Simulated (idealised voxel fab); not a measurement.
process module | voxel gate over fins
cross-section cut | 165 nm wide | cells 5 nm
A cross-section is a grid of square cells, given in bands from the top down. A band is one or more rows of cells.
Each band's line starts with the height of the band's top and of its bottom, in nm. Then come its materials from left to right, each with its width in nm. One material with "throughout" fills the band from edge to edge. "air" is empty space.
Height 0 is the level under which the wafer as received is all one material. The lowest band goes on downwards, as in "0 down".
A width such as "30 to 40" changes by the same amount from each row of cells to the next, from the band's top row to its bottom row.
"no change" after a step means that no cell of the cross-section changed.
closed voids: empty space of 8 cells or more with no open way to the top, each as width x height at its distance from the left edge, in nm
after a step's settings: what the simulator itself notes on the step
overlay nm, on a step with a mask: how far to the right of its planned place the mask lay; to the left if negative
plan
1 op RECEIVE | material Si
2 op CONFORMAL_DEP | material SiN | thk nm 5
3 op MASKED_ETCH | tone cover | mask id FINS | width nm 15 | pitch nm 55 | etch materials SiN | depth nm 5 | overlay nm 0
4 op MASKED_ETCH | tone cover | mask id FINS | width nm 15 | pitch nm 55 | etch materials Si | depth nm 40 | overlay nm 0
5 op OXIDIZE | depth nm 5
6 op FILL_DEP | material SiO2 | thk nm 15
7 op CMP | height nm 5
8 op PATTERN | tone open | mask id RAIL | material resist | width nm 15 | thk nm 15 | overlay nm 0
9 op DIRECTIONAL_ETCH | etch materials SiO2 | depth nm 40
10 op STRIP | etch materials resist
11 op CONFORMAL_DEP | material TiN | thk nm 5
12 op FILL_DEP | material W | thk nm 5
13 op CMP | height nm 5
14 op SELECTIVE_ETCH | etch materials W Ru TiN | depth nm 25
15 op FILL_DEP | material SiO2 | thk nm 5
16 op CMP | height nm 5
17 op SELECTIVE_ETCH | etch materials SiO2 | depth nm 15
18 op STRIP | etch materials SiN
19 op CONFORMAL_DEP | material HfO2 | thk nm 5
20 op CONFORMAL_DEP | material TiN | thk nm 5
21 op CONFORMAL_DEP | material TiAl | thk nm 5
22 op CONFORMAL_DEP | material TiN | thk nm 5
23 op FILL_DEP | material W | thk nm 15
24 op CMP | height nm 30
25 op CONFORMAL_DEP | material SiN | thk nm 5
varied across the wafers: width nm of step 8. The plan shows the first wafer's value. All wafers start alike
first wafer as received, after step 1
  0 down: Si throughout
  closed voids: none
each wafer at the end: cells of each material gained (+) or lost (-) since it was received, then its closed voids
width nm 15 | +41 HfO2 | -279 Si | +33 SiN | +208 SiO2 | +41 TiAl | +89 TiN | +98 W | closed voids: none
width nm 20 | +41 HfO2 | -279 Si | +33 SiN | +205 SiO2 | +41 TiAl | +90 TiN | +100 W | closed voids: none
width nm 25 | +41 HfO2 | -279 Si | +33 SiN | +202 SiO2 | +41 TiAl | +91 TiN | +102 W | closed voids: none
width nm 30 | +41 HfO2 | -279 Si | +33 SiN | +199 SiO2 | +41 TiAl | +92 TiN | +104 W | closed voids: none
